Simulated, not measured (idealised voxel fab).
process module | voxel plated lines
cross-section cut | 275 nm wide | cells 5 nm
A cross-section is a grid of square cells, given in bands from the top down. A band is one or more rows of cells.
Each band's line starts with the height of the band's top and of its bottom, in nm. Then come its materials from left to right, each with its width in nm. One material with "throughout" fills the band from edge to edge. "air" is empty space.
Height 0 is the level under which the wafer as received is all one material. The lowest band goes on downwards, as in "0 down".
A width such as "30 to 40" changes by the same amount from each row of cells to the next, from the band's top row to its bottom row.
"no change" after a step means that no cell of the cross-section changed.
closed voids: empty space of 8 cells or more with no open way to the top, each as width x height at its distance from the left edge, in nm
after a step's settings: what the simulator itself notes on the step
overlay nm, on a step with a mask: how far to the right of its planned place the mask lay; to the left if negative
plan
1 op RECEIVE | material Si
2 op CONFORMAL_DEP | material Al2O3 | thk nm 5
3 op DIRECTIONAL_DEP | material TiN | thk nm 5
4 op PATTERN | tone open | mask id LINES | material resist | width nm 30 | pitch nm 45 | thk nm 25 | overlay nm 0
5 op EPI | material Ru | thk nm 10
6 op EPI | material Ru | thk nm 10
7 op STRIP | etch materials resist
8 op DIRECTIONAL_ETCH | etch materials TiN | depth nm 5
9 op CONFORMAL_DEP | material SiO2 | thk nm 5
as received, after step 1
  0 down: Si throughout
  closed voids: none
a wafer at the end: this start, this plan, one mistake
  45 to 40: air 95 | SiO2 40 | air 5 | SiO2 40 | air 95
  40 to 20: air 95 | SiO2 5 | Ru 30 | SiO2 5 | air 5 | SiO2 5 | Ru 30 | SiO2 5 | air 95
  20 to 15: SiO2 100 | TiN 30 | SiO2 15 | TiN 30 | SiO2 100
  15 to 0: Al2O3 throughout
  0 down: Si throughout
  closed voids: none
what went wrong: step 2 ran as: op CONFORMAL_DEP | material Al2O3 | thk nm 15
